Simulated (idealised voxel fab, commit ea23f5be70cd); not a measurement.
Process module under the name voxel capacitor over wiring
Cross-sectional view cut (width: 240 nm; square cell size: 5 nm).
Bands, listed from the top down, are how a cross-section gets written in this document; the cross-section itself is a grid of square cells, and a band is one or more rows of them.
Basically the band line says how high the top is and how high the bottom is, in nm, and then what's in it from left to right, every material with its width in nm. Empty space shows up as "air", and if a single material carries "throughout" it runs the full band edge to edge.
We count height from 0. Below that, the starting wafer is all one material. The lowest band never ends at the bottom but goes on down; see "0..down" for how that is written.
The expression "30->40" gives the width at the extremes of the band, the first number at its top row of cells and the second at its bottom row, with the width changing by equal amounts from each row to the next in between.
Reading "remains unaltered" for a step: not a cell of the cross-section changed in it.
Entry "Completely sealed voids". Content: empty spaces with no open connection to the top, size 8 cells or greater. Each: width x height at distance. Distance: from left edge. Unit: nm.
That trailing text on a step's line, after the settings, is the simulator's own remark on the step.
A step's line can hold "overlay nm"; with a mask on that step, the setting says how far right of the planned place the mask lay, while a negative setting says it lay to the left.

-- So here's the lineup of process steps we planned
1,RECEIVE, material Si
2,CONFORMAL_DEP, material SiO2, thk nm 15
3,CONFORMAL_DEP, material SiCN, thk nm 5
4,DIRECTIONAL_DEP, material SiO2, thk nm 15
5,PATTERN, tone open, mask id METAL_1, material resist, width nm 25, pitch nm 85, thk nm 15, overlay nm 0
6,DIRECTIONAL_ETCH, etch materials SiO2, depth nm 15
7,DIRECTIONAL_ETCH, etch materials SiCN, depth nm 5
8,STRIP, etch materials resist
9,CONFORMAL_DEP, material TiN, thk nm 5
10,FILL_DEP, material Ru, thk nm 10
11,CMP, height nm 35
12,CONFORMAL_DEP, material SiCN, thk nm 5
13,DIRECTIONAL_DEP, material lowk, thk nm 10
14,PATTERN, tone open, mask id PLUG_1, material resist, width nm 15, thk nm 20, overlay nm 0
15,DIRECTIONAL_ETCH, etch materials lowk, depth nm 10
16,DIRECTIONAL_ETCH, etch materials SiCN, depth nm 5
17,STRIP, etch materials resist
18,EPI, material Ru, thk nm 10
19,EPI, material Ru, thk nm 5
20,DIRECTIONAL_DEP, material TiN, thk nm 5
21,DIRECTIONAL_DEP, material Al2O3, thk nm 5
22,DIRECTIONAL_DEP, material TiN, thk nm 5
23,DIRECTIONAL_DEP, material aC, thk nm 15
24,PATTERN, tone cover, mask id UPPER_PLATE, material resist, width nm 65, thk nm 30, overlay nm 0
25,DIRECTIONAL_ETCH, etch materials aC, depth nm 15
26,STRIP, etch materials resist
27,DIRECTIONAL_ETCH, etch materials TiN, depth nm 5
28,DIRECTIONAL_ETCH, etch materials Al2O3, depth nm 5
29,STRIP, etch materials aC
30,PATTERN, tone cover, mask id LOWER_PLATE, material resist, width nm 75, thk nm 20, overlay nm 0
31,DIRECTIONAL_ETCH, etch materials TiN, depth nm 5
32,STRIP, etch materials resist
33,FILL_DEP, material SiO2, thk nm 15
34,CMP, height nm 75
35,DIRECTIONAL_DEP, material aC, thk nm 15
36,PATTERN, tone open, mask id PLUG_2, material resist, width nm 15, thk nm 35, overlay nm 0
37,DIRECTIONAL_ETCH, etch materials aC, depth nm 15
38,STRIP, etch materials resist
39,DIRECTIONAL_ETCH, etch materials SiO2, depth nm 10
40,STRIP, etch materials aC
41,CONFORMAL_DEP, material TiN, thk nm 5
42,FILL_DEP, material W, thk nm 5
43,CMP, height nm 75
44,CONFORMAL_DEP, material SiCN, thk nm 5

-- The first of two wafers, run as planned

-- Cross-section of the wafer as it came to us, i.e., already through step 1
    0..down: Si throughout
    Completely sealed voids: none

-- Wafer after step 2 (cross-section)
    15..0: SiO2 throughout
    Note: structure below 0 unchanged.

-- Wafer after step 3 (cross-section)
    20..15: SiCN throughout
    Note: structure below 15 unchanged.

-- Wafer after step 4 (cross-section)
    35..20: SiO2 throughout
    Note: structure below 20 unchanged.

-- Wafer after step 5 (cross-section)
    50..35: resist 65; air 25; resist 60; air 25; resist 65
    Note: structure below 35 unchanged.

-- Wafer after step 6 (cross-section)
    50..35: resist 65; air 25; resist 60; air 25; resist 65
    35..20: SiO2 65; air 25; SiO2 60; air 25; SiO2 65
    Note: structure below 20 unchanged.

-- Wafer after step 7 (cross-section)
    50..35: resist 65; air 25; resist 60; air 25; resist 65
    35..20: SiO2 65; air 25; SiO2 60; air 25; SiO2 65
    20..15: SiCN 65; air 25; SiCN 60; air 25; SiCN 65
    Note: structure below 15 unchanged.

-- Wafer after step 8 (cross-section)
    35..20: SiO2 65; air 25; SiO2 60; air 25; SiO2 65
    Note: structure below 20 unchanged.

-- Wafer after step 9 (cross-section)
    40..35: TiN 70; air 15; TiN 70; air 15; TiN 70
    35..20: SiO2 65; TiN 5; air 15; TiN 5; SiO2 60; TiN 5; air 15; TiN 5; SiO2 65
    20..15: SiCN 65; TiN 25; SiCN 60; TiN 25; SiCN 65
    Note: structure below 15 unchanged.

-- Wafer after step 10 (cross-section)
    50..40: Ru throughout
    40..35: TiN 70; Ru 15; TiN 70; Ru 15; TiN 70
    35..20: SiO2 65; TiN 5; Ru 15; TiN 5; SiO2 60; TiN 5; Ru 15; TiN 5; SiO2 65
    Note: structure below 20 unchanged.

-- Wafer after step 11 (cross-section)
    35..20: SiO2 65; TiN 5; Ru 15; TiN 5; SiO2 60; TiN 5; Ru 15; TiN 5; SiO2 65
    Note: structure below 20 unchanged.

-- Wafer after step 12 (cross-section)
    40..35: SiCN throughout
    Note: structure below 35 unchanged.

-- Wafer after step 13 (cross-section)
    50..40: lowk throughout
    Note: structure below 40 unchanged.

-- Wafer after step 14 (cross-section)
    70..50: resist 75; air 15; resist 150
    Note: structure below 50 unchanged.

-- Wafer after step 15 (cross-section)
    70..50: resist 75; air 15; resist 150
    50..40: lowk 75; air 15; lowk 150
    Note: structure below 40 unchanged.

-- Wafer after step 16 (cross-section)
    70..50: resist 75; air 15; resist 150
    50..40: lowk 75; air 15; lowk 150
    40..35: SiCN 75; air 15; SiCN 150
    Note: structure below 35 unchanged.

-- Wafer after step 17 (cross-section)
    50..40: lowk 75; air 15; lowk 150
    Note: structure below 40 unchanged.

-- Wafer after step 18 (cross-section)
    50..45: lowk 75; air 15; lowk 150
    45..40: lowk 75; Ru 15; lowk 150
    40..35: SiCN 75; Ru 15; SiCN 150
    Note: structure below 35 unchanged.

-- Wafer after step 19 (cross-section)
    50..40: lowk 75; Ru 15; lowk 150
    Note: structure below 40 unchanged.

-- Wafer after step 20 (cross-section)
    55..50: TiN throughout
    Note: structure below 50 unchanged.

-- Wafer after step 21 (cross-section)
    60..55: Al2O3 throughout
    Note: structure below 55 unchanged.

-- Wafer after step 22 (cross-section)
    65..60: TiN throughout
    Note: structure below 60 unchanged.

-- Wafer after step 23 (cross-section)
    80..65: aC throughout
    Note: structure below 65 unchanged.

-- Wafer after step 24 (cross-section)
    110..80: air 75; resist 65; air 100
    Note: structure below 80 unchanged.

-- Wafer after step 25 (cross-section)
    95..80: air 75; resist 65; air 100
    80..65: air 75; aC 65; air 100
    Note: structure below 65 unchanged.

-- Wafer after step 26 (cross-section)
    80..65: air 75; aC 65; air 100
    Note: structure below 65 unchanged.

-- Wafer after step 27 (cross-section)
    80..65: air 75; aC 65; air 100
    65..60: air 75; TiN 65; air 100
    Note: structure below 60 unchanged.

-- Wafer after step 28 (cross-section)
    80..65: air 75; aC 65; air 100
    65..60: air 75; TiN 65; air 100
    60..55: air 75; Al2O3 65; air 100
    Note: structure below 55 unchanged.

-- Wafer after step 29 (cross-section)
    65..60: air 75; TiN 65; air 100
    Note: structure below 60 unchanged.

-- Wafer after step 30 (cross-section)
    85..65: air 70; resist 75; air 95
    65..60: air 70; resist 5; TiN 65; resist 5; air 95
    60..55: air 70; resist 5; Al2O3 65; resist 5; air 95
    Note: structure below 55 unchanged.

-- Wafer after step 31 (cross-section)
    85..65: air 70; resist 75; air 95
    65..60: air 70; resist 5; TiN 65; resist 5; air 95
    60..55: air 70; resist 5; Al2O3 65; resist 5; air 95
    55..50: air 70; TiN 75; air 95
    Note: structure below 50 unchanged.

-- Wafer after step 32 (cross-section)
    65..60: air 75; TiN 65; air 100
    60..55: air 75; Al2O3 65; air 100
    Note: structure below 55 unchanged.

-- Wafer after step 33 (cross-section)
    80..65: SiO2 throughout
    65..60: SiO2 75; TiN 65; SiO2 100
    60..55: SiO2 75; Al2O3 65; SiO2 100
    55..50: SiO2 70; TiN 75; SiO2 95
    Note: structure below 50 unchanged.

-- Wafer after step 34 (cross-section)
    75..65: SiO2 throughout
    Note: structure below 65 unchanged.

-- Wafer after step 35 (cross-section)
    90..75: aC throughout
    Note: structure below 75 unchanged.

-- Wafer after step 36 (cross-section)
    125..90: resist 85; air 15; resist 140
    Note: structure below 90 unchanged.

-- Wafer after step 37 (cross-section)
    110..90: resist 85; air 15; resist 140
    90..75: aC 85; air 15; aC 140
    Note: structure below 75 unchanged.

-- Wafer after step 38 (cross-section)
    90..75: aC 85; air 15; aC 140
    Note: structure below 75 unchanged.

-- Wafer after step 39 (cross-section)
    90..75: aC 85; air 15; aC 140
    75..65: SiO2 85; air 15; SiO2 140
    Note: structure below 65 unchanged.

-- Wafer after step 40 (cross-section)
    75..65: SiO2 85; air 15; SiO2 140
    Note: structure below 65 unchanged.

-- Wafer after step 41 (cross-section)
    80..75: TiN 90; air 5; TiN 145
    75..70: SiO2 85; TiN 5; air 5; TiN 5; SiO2 140
    70..60: SiO2 85->75; TiN 15->65; SiO2 140->100
    Note: structure below 60 unchanged.

-- Wafer after step 42 (cross-section)
    85..80: W throughout
    80..75: TiN 90; W 5; TiN 145
    75..70: SiO2 85; TiN 5; W 5; TiN 5; SiO2 140
    Note: structure below 70 unchanged.

-- Wafer after step 43 (cross-section)
    75..70: SiO2 85; TiN 5; W 5; TiN 5; SiO2 140
    Note: structure below 70 unchanged.

-- Wafer after step 44 (cross-section)
    80..75: SiCN throughout
    Note: structure below 75 unchanged.

-- What follows concerns the second wafer, which started out like the first and was meant to follow the very same plan; one mistake crept in when it was run, but everything up to and including step 21 is the same as for the first wafer

What the second wafer looks like in cross-section when step 22 should have wrapped up: remains unaltered

-- What the second wafer looks like in cross-section when step 23 should have wrapped up
    75..60: aC throughout
    Note: structure below 60 unchanged.

-- What the second wafer looks like in cross-section when step 24 should have wrapped up
    105..75: air 75; resist 65; air 100
    Note: structure below 75 unchanged.

-- What the second wafer looks like in cross-section when step 25 should have wrapped up
    90..75: air 75; resist 65; air 100
    75..60: air 75; aC 65; air 100
    Note: structure below 60 unchanged.

-- What the second wafer looks like in cross-section when step 26 should have wrapped up
    75..60: air 75; aC 65; air 100
    Note: structure below 60 unchanged.

What the second wafer looks like in cross-section when step 27 should have wrapped up: remains unaltered

-- What the second wafer looks like in cross-section when step 28 should have wrapped up
    75..60: air 75; aC 65; air 100
    60..55: air 75; Al2O3 65; air 100
    Note: structure below 55 unchanged.

-- What the second wafer looks like in cross-section when step 29 should have wrapped up
    60..55: air 75; Al2O3 65; air 100
    Note: structure below 55 unchanged.

-- What the second wafer looks like in cross-section when step 30 should have wrapped up
    80..60: air 70; resist 75; air 95
    60..55: air 70; resist 5; Al2O3 65; resist 5; air 95
    Note: structure below 55 unchanged.

-- What the second wafer looks like in cross-section when step 31 should have wrapped up
    80..60: air 70; resist 75; air 95
    60..55: air 70; resist 5; Al2O3 65; resist 5; air 95
    55..50: air 70; TiN 75; air 95
    Note: structure below 50 unchanged.

-- What the second wafer looks like in cross-section when step 32 should have wrapped up
    60..55: air 75; Al2O3 65; air 100
    Note: structure below 55 unchanged.

-- What the second wafer looks like in cross-section when step 33 should have wrapped up
    75..60: SiO2 throughout
    60..55: SiO2 75; Al2O3 65; SiO2 100
    55..50: SiO2 70; TiN 75; SiO2 95
    Note: structure below 50 unchanged.

What the second wafer looks like in cross-section when step 34 should have wrapped up: remains unaltered

-- What the second wafer looks like in cross-section when step 35 should have wrapped up
    90..75: aC throughout
    Note: structure below 75 unchanged.

-- What the second wafer looks like in cross-section when step 36 should have wrapped up
    125..90: resist 85; air 15; resist 140
    Note: structure below 90 unchanged.

-- What the second wafer looks like in cross-section when step 37 should have wrapped up
    110..90: resist 85; air 15; resist 140
    90..75: aC 85; air 15; aC 140
    Note: structure below 75 unchanged.

-- What the second wafer looks like in cross-section when step 38 should have wrapped up
    90..75: aC 85; air 15; aC 140
    Note: structure below 75 unchanged.

-- What the second wafer looks like in cross-section when step 39 should have wrapped up
    90..75: aC 85; air 15; aC 140
    75..65: SiO2 85; air 15; SiO2 140
    Note: structure below 65 unchanged.

-- What the second wafer looks like in cross-section when step 40 should have wrapped up
    75..65: SiO2 85; air 15; SiO2 140
    Note: structure below 65 unchanged.

-- What the second wafer looks like in cross-section when step 41 should have wrapped up
    80..75: TiN 90; air 5; TiN 145
    75..70: SiO2 85; TiN 5; air 5; TiN 5; SiO2 140
    70..65: SiO2 85; TiN 15; SiO2 140
    Note: structure below 65 unchanged.

-- What the second wafer looks like in cross-section when step 42 should have wrapped up
    85..80: W throughout
    80..75: TiN 90; W 5; TiN 145
    75..70: SiO2 85; TiN 5; W 5; TiN 5; SiO2 140
    Note: structure below 70 unchanged.

-- What the second wafer looks like in cross-section when step 43 should have wrapped up
    75..70: SiO2 85; TiN 5; W 5; TiN 5; SiO2 140
    Note: structure below 70 unchanged.

-- What the second wafer looks like in cross-section when step 44 should have wrapped up
    80..75: SiCN throughout
    Note: structure below 75 unchanged.
Deviation from plan: yeah, step 22 of the plan got skipped, never ran
Final difference in cells, second wafer against first, listed per material as more or fewer: 13 more of SiO2 | 13 fewer of TiN
